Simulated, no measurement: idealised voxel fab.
The following process module bears the name voxel gate over fins.
cross-section cut | 215 nm wide | cells 5 nm
This document writes a cross-section as a grid whose cells are square, and gives it as bands, listed from the top down; one or more rows of cells form a band.
Quick guide to a band line: top height, bottom height (nm) up front; then every material left to right with its width in nm. Only one material and it's marked "all across"? Then it fills the band edge to edge. And "empty" just means empty space.
Where do heights start? At 0: under that level the wafer as delivered is made of one material only. And the lowest band has no floor; it just carries on downward, as in "0 -> down".
The width entry "30->40" should be interpreted row by row: the top row of cells in the band takes the first number, the bottom row takes the second number, and the change between adjacent rows is uniform throughout.
Reading "remains unaltered" for a step: not a cell of the cross-section changed in it.
Closed empty spaces (no open way to the top) of 8 cells or more are what "Enclosed void catalog" lists, each as width x height at distance from the left edge, nm for all three.
Text after the settings on a step's line: the simulator's own remark on that step.
For masked steps, "overlay nm" on the step line gives how far right of plan the mask actually lay; a minus sign means it lay to the left.
# Planned step list for the process
1: RECEIVE: material Si
2: CONFORMAL_DEP: material SiN, thk nm 5
3: MASKED_ETCH: tone cover, mask id FINS, width nm 15, pitch nm 40, etch materials SiN, depth nm 5, overlay nm 0
4: MASKED_ETCH: tone cover, mask id FINS, width nm 15, pitch nm 40, etch materials Si, depth nm 35, overlay nm -15
5: FILL_DEP: material SiO2, thk nm 15
6: CMP: height nm 5
7: SELECTIVE_ETCH: etch materials SiO2, depth nm 20
8: STRIP: etch materials SiN
9: CONFORMAL_DEP: material HfO2, thk nm 5
10: CONFORMAL_DEP: material TiN, thk nm 5
11: FILL_DEP: material W, thk nm 15
12: CMP: height nm 20
13: CONFORMAL_DEP: material SiN, thk nm 5
What sets these wafers apart? The overlay nm at step 4. They all start alike, and the plan carries the first wafer's value.
# Sectional view: first of several wafers, as received, after step 1
- 0 -> down  Si all across
- Enclosed void catalog: none
# End-of-module cross-section, first of several wafers, after last step 13
- 25 -> 20  SiN all across
- 20 -> 10  W all across
- 10 -> 5  55 of W | 90 of TiN | 70 of W
- 5 -> 0  55 of W | 5 of TiN | 80 of HfO2 | 5 of TiN | 70 of W
- 0 -> -5  55 of W | 5 of TiN | 5 of HfO2 | 30 of Si | 10 of HfO2 | 30 of Si | 5 of HfO2 | 5 of TiN | 70 of W
- -5 -> -10  60 of TiN | 5 of HfO2 | 30 of Si | 10 of HfO2 | 30 of Si | 5 of HfO2 | 75 of TiN
- -10 -> -15  65 of HfO2 | 30 of Si | 10 of HfO2 | 30 of Si | 80 of HfO2
- -15 -> -35  65 of SiO2 | 30 of Si | 10 of SiO2 | 30 of Si | 80 of SiO2
- -35 -> down  Si all across
- Enclosed void catalog: none
# Of the several wafers, the last: cross-section at the end of the module
- 25 -> 20  SiN all across
- 20 -> 10  W all across
- 10 -> 5  70 of W | 90 of TiN | 55 of W
- 5 -> 0  70 of W | 5 of TiN | 80 of HfO2 | 5 of TiN | 55 of W
- 0 -> -5  70 of W | 5 of TiN | 5 of HfO2 | 30 of Si | 10 of HfO2 | 30 of Si | 5 of HfO2 | 5 of TiN | 55 of W
- -5 -> -10  75 of TiN | 5 of HfO2 | 30 of Si | 10 of HfO2 | 30 of Si | 5 of HfO2 | 60 of TiN
- -10 -> -15  80 of HfO2 | 30 of Si | 10 of HfO2 | 30 of Si | 65 of HfO2
- -15 -> -35  80 of SiO2 | 30 of Si | 10 of SiO2 | 30 of Si | 65 of SiO2
- -35 -> down  Si all across
- Enclosed void catalog: none
# Here is how to read the rows: every wafer has a row, and it shows the wafer at the end of the module, giving for each material how many cells were gained (+) or lost (-) since the wafer was received, then listing its closed voids
overlay nm -15, +55 HfO2, -217 Si, +43 SiN, +124 SiO2, +49 TiN, +161 W, Enclosed void catalog: none
overlay nm -10, +55 HfO2, -231 Si, +43 SiN, +132 SiO2, +52 TiN, +164 W, Enclosed void catalog: none
overlay nm -5, +55 HfO2, -245 Si, +43 SiN, +140 SiO2, +55 TiN, +167 W, Enclosed void catalog: none
overlay nm 0, +55 HfO2, -259 Si, +43 SiN, +148 SiO2, +55 TiN, +173 W, Enclosed void catalog: none
overlay nm 5, +55 HfO2, -245 Si, +43 SiN, +140 SiO2, +55 TiN, +167 W, Enclosed void catalog: none
overlay nm 10, +55 HfO2, -231 Si, +43 SiN, +132 SiO2, +52 TiN, +164 W, Enclosed void catalog: none
overlay nm 15, +55 HfO2, -217 Si, +43 SiN, +124 SiO2, +49 TiN, +161 W, Enclosed void catalog: none
